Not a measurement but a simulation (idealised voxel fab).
The following process module bears the name voxel transistor to metal.
In the cross-section labelled cut, the width is 150 nm and each square cell is 5 nm.
Reading order for cross-sections: top band down to bottom band. Underlying form: a grid of square cells. Band size: one or more rows of cells. Quick guide to a band line: top height, bottom height (nm) up front; then every material left to right with its width in nm. Only one material and it's marked "full width"? Then it fills the band edge to edge. And "air" just means empty space. Height is counted from the level 0, under which the received wafer is composed throughout of one material. The lowest of the bands is not closed at the bottom but continues downward, in the notation "top 0, no bottom". Think of "30 to 40" as a width that walks from the first number to the second as you go down the band, top row to bottom row, taking equal-sized steps from row to row. Step marked "remains unaltered"? Then no cell in the cross-section changed in it. Any empty space of 8 cells or more lacking an open way to the top shows up in "Trapped void list" as width x height at distance, distance from the left edge, in nm. On each step's line, the part that comes after the settings is the simulator's own comment on the step. On any step carrying a mask, the "overlay nm" setting, if present on the step's line, tells how far right of its planned place the mask lay; negative values point to the left.

The steps planned for the process are as follows:
1 RECEIVE,material Si
2 CONFORMAL_DEP,material SiO2,thk nm 5
3 CONFORMAL_DEP,material SiN,thk nm 15
4 MASKED_ETCH,tone cover,mask id ACTIVE,width nm 105,etch materials SiN,depth nm 15,overlay nm 0
5 MASKED_ETCH,tone cover,mask id ACTIVE,width nm 105,etch materials SiO2,depth nm 5,overlay nm 0
6 MASKED_ETCH,tone cover,mask id ACTIVE,width nm 105,etch materials Si,depth nm 30,overlay nm 0
7 FILL_DEP,material SiO2,thk nm 10
8 CMP,height nm 20
9 SELECTIVE_ETCH,etch materials SiO2,depth nm 10
10 STRIP,etch materials SiN
11 SELECTIVE_ETCH,etch materials SiO2,depth nm 5
12 OXIDIZE,depth nm 5
13 DIRECTIONAL_DEP,material polySi,thk nm 20
14 DIRECTIONAL_DEP,material SiCN,thk nm 10
15 MASKED_ETCH,tone cover,mask id GATE,width nm 25,etch materials SiCN,depth nm 20,overlay nm 0
16 MASKED_ETCH,tone cover,mask id GATE,width nm 25,etch materials polySi,depth nm 30,overlay nm 0
17 CONFORMAL_DEP,material SiN,thk nm 5
18 DIRECTIONAL_ETCH,etch materials SiN,depth nm 5
19 DIRECTIONAL_ETCH,etch materials SiO2,depth nm 5
20 EPI,material nSi,thk nm 5
21 FILL_DEP,material SiO2,thk nm 10
22 CMP,height nm 30
23 DIRECTIONAL_DEP,material SiO2,thk nm 10
24 MASKED_ETCH,tone open,mask id CONTACT,width nm 15,pitch nm 80,etch materials SiO2,depth nm 40,overlay nm 0
25 CONFORMAL_DEP,material TiN,thk nm 5
26 FILL_DEP,material W,thk nm 10
27 CMP,height nm 40
28 CONFORMAL_DEP,material SiCN,thk nm 5
29 DIRECTIONAL_DEP,material SiO2,thk nm 15
30 MASKED_ETCH,tone open,mask id METAL_1,width nm 15,pitch nm 80,etch materials SiO2,depth nm 15,overlay nm 0
31 MASKED_ETCH,tone open,mask id METAL_1,width nm 15,pitch nm 80,etch materials SiCN,depth nm 5,overlay nm 0
32 CONFORMAL_DEP,material TiN,thk nm 5
33 FILL_DEP,material Cu,thk nm 10
34 CMP,height nm 60
35 CONFORMAL_DEP,material SiCN,thk nm 5
36 DIRECTIONAL_DEP,material SiO2,thk nm 25
37 MASKED_ETCH,tone open,mask id METAL_2,width nm 15,pitch nm 80,etch materials SiO2,depth nm 15,overlay nm 0
38 MASKED_ETCH,tone open,mask id METAL_2_HOLES,width nm 15,pitch nm 80,etch materials SiO2,depth nm 10,overlay nm 0
39 MASKED_ETCH,tone open,mask id METAL_2_HOLES,width nm 15,pitch nm 80,etch materials SiCN,depth nm 5,overlay nm 0
40 CONFORMAL_DEP,material TiN,thk nm 5
41 FILL_DEP,material Ru,thk nm 10
42 CMP,height nm 90
43 CONFORMAL_DEP,material SiN,thk nm 5

Incoming wafer in cross-section (state: after step 1):
> top 0, no bottom  Si full width
> Trapped void list: none

Wafer cross-section at module end: first of two, run to plan:
> top 95, bottom 90  SiN full width
> top 90, bottom 65  SiO2: 25, TiN: 5, Ru: 5, TiN: 5, SiO2: 65, TiN: 5, Ru: 5, TiN: 5, SiO2: 30
> top 65, bottom 60  SiCN: 25, TiN: 15, SiCN: 65, TiN: 15, SiCN: 30
> top 60, bottom 45  SiO2: 25, TiN: 5, Cu: 5, TiN: 5, SiO2: 65, TiN: 5, Cu: 5, TiN: 5, SiO2: 30
> top 45, bottom 40  SiCN: 25, TiN: 15, SiCN: 65, TiN: 15, SiCN: 30
> top 40, bottom 30  SiO2: 25, TiN: 5, W: 5, TiN: 5, SiO2: 65, TiN: 5, W: 5, TiN: 5, SiO2: 30
> top 30, bottom 20  SiO2: 25, TiN: 5, W: 5, TiN: 5, SiO2: 15, SiN: 5, SiCN: 25, SiN: 5, SiO2: 15, TiN: 5, W: 5, TiN: 5, SiO2: 30
> top 20, bottom 5  SiO2: 25, TiN: 5, W: 5, TiN: 5, SiO2: 15, SiN: 5, polySi: 25, SiN: 5, SiO2: 15, TiN: 5, W: 5, TiN: 5, SiO2: 30
> top 5, bottom 0  SiO2: 15, SiN: 5, SiO2: 5, TiN: 15, SiO2: 15, SiN: 5, polySi: 25, SiN: 5, SiO2: 15, TiN: 15, SiO2: 5, SiN: 5, SiO2: 20
> top 0, bottom -5  SiO2: 20, nSi: 35, SiO2: 35, nSi: 35, SiO2: 25
> top -5, bottom -30  SiO2: 20, Si: 105, SiO2: 25
> top -30, no bottom  Si full width
> Trapped void list: none

What the second wafer looks like in cross-section once the module is done. Its start and its plan matched the first wafer's exactly; what differed was one mistake in how it was run:
> top 95, bottom 90  SiN full width
> top 90, bottom 85  Ru full width
> top 85, bottom 80  Ru: 20, TiN: 25, Ru: 55, TiN: 25, Ru: 25
> top 80, bottom 75  TiN: 25, SiO2: 15, TiN: 65, SiO2: 15, TiN: 30
> top 75, bottom 65  SiO2 full width
> top 65, bottom 60  SiCN full width
> top 60, bottom 45  SiO2: 25, TiN: 5, Cu: 5, TiN: 5, SiO2: 65, TiN: 5, Cu: 5, TiN: 5, SiO2: 30
> top 45, bottom 40  SiCN: 25, TiN: 15, SiCN: 65, TiN: 15, SiCN: 30
> top 40, bottom 30  SiO2: 25, TiN: 5, W: 5, TiN: 5, SiO2: 65, TiN: 5, W: 5, TiN: 5, SiO2: 30
> top 30, bottom 20  SiO2: 25, TiN: 5, W: 5, TiN: 5, SiO2: 15, SiN: 5, SiCN: 25, SiN: 5, SiO2: 15, TiN: 5, W: 5, TiN: 5, SiO2: 30
> top 20, bottom 5  SiO2: 25, TiN: 5, W: 5, TiN: 5, SiO2: 15, SiN: 5, polySi: 25, SiN: 5, SiO2: 15, TiN: 5, W: 5, TiN: 5, SiO2: 30
> top 5, bottom 0  SiO2: 15, SiN: 5, SiO2: 5, TiN: 15, SiO2: 15, SiN: 5, polySi: 25, SiN: 5, SiO2: 15, TiN: 15, SiO2: 5, SiN: 5, SiO2: 20
> top 0, bottom -5  SiO2: 20, nSi: 35, SiO2: 35, nSi: 35, SiO2: 25
> top -5, bottom -30  SiO2: 20, Si: 105, SiO2: 25
> top -30, no bottom  Si full width
> Trapped void list: none
Processing error: for step 37, the planned setting was not used; the step was instead run as MASKED_ETCH,tone cover,mask id METAL_2,width nm 15,pitch nm 80,etch materials SiO2,depth nm 15,overlay nm 0
Count the cells at the end and the second wafer has more or fewer of some materials than the first: +40 Ru, +6 SiCN, -54 SiO2, +8 TiN
